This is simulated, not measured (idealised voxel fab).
The process module presented herein is designated voxel double patterning.
Cross-section cut: width 295 nm, square cells of 5 nm.
The cross-sections in this document take the form of a grid made of square cells. They are written out as bands, in order from top to bottom. Each band consists of one or more rows of cells.
The entry gives the band's vertical extent as a top height and a bottom height in nm, then its horizontal make-up as materials from left to right, each with a width in nm. "air" stands for empty space; a single material marked "edge to edge" fills the band edge to edge.
Where do heights start? At 0: under that level the wafer as delivered is made of one material only. And the lowest band has no floor; it just carries on downward, as in "0 and below".
Per-row width for "30->40": begins at first number (top row of band), ends at second number (bottom row), increment between rows held constant.
Reading "no change occurred" for a step: not a cell of the cross-section changed in it.
"Completely enclosed voids" specifies each empty space that is not open to the top and that occupies no fewer than 8 cells, using the form width x height at distance, the distance measured from the left edge and all three quantities in nm.
Formally, on a step line, whatever follows the settings is a remark that the simulator itself makes on the step.
What "overlay nm" on a step's line means: if the step has a mask, that mask lay this far to the right of its planned place, or, when the value is negative, to the left.

-- Intended process steps
step 1: RECEIVE, material Si
step 2: CONFORMAL_DEP, material SiO2, thk nm 5
step 3: DIRECTIONAL_DEP, material W, thk nm 10
step 4: DIRECTIONAL_DEP, material SiCN, thk nm 10
step 5: DIRECTIONAL_DEP, material aC, thk nm 15
step 6: PATTERN, tone open, mask id FIRST, material resist, width nm 15, pitch nm 50, thk nm 35, overlay nm 0
step 7: DIRECTIONAL_ETCH, etch materials aC, depth nm 15
step 8: STRIP, etch materials resist
step 9: DIRECTIONAL_ETCH, etch materials SiCN, depth nm 10
step 10: STRIP, etch materials aC
step 11: MASKED_ETCH, tone open, mask id SECOND, width nm 15, etch materials SiCN, depth nm 10, overlay nm 0
step 12: DIRECTIONAL_ETCH, etch materials W, depth nm 10
step 13: STRIP, etch materials SiCN
The wafers are alike at the start. At step 2, their thk nm differs. The plan lists the first wafer's value.

-- As-received state after step 1, first of several wafers, cross-section
> 0 and below = Si edge to edge
> Completely enclosed voids: none

-- wafer rows; end of module; cells per material since receipt: (+) gained, (-) lost; then closed voids
thk nm 5; +59 SiO2; +100 W; Completely enclosed voids: none
thk nm 10; +118 SiO2; +100 W; Completely enclosed voids: none
thk nm 15; +177 SiO2; +100 W; Completely enclosed voids: none
thk nm 20; +236 SiO2; +100 W; Completely enclosed voids: none
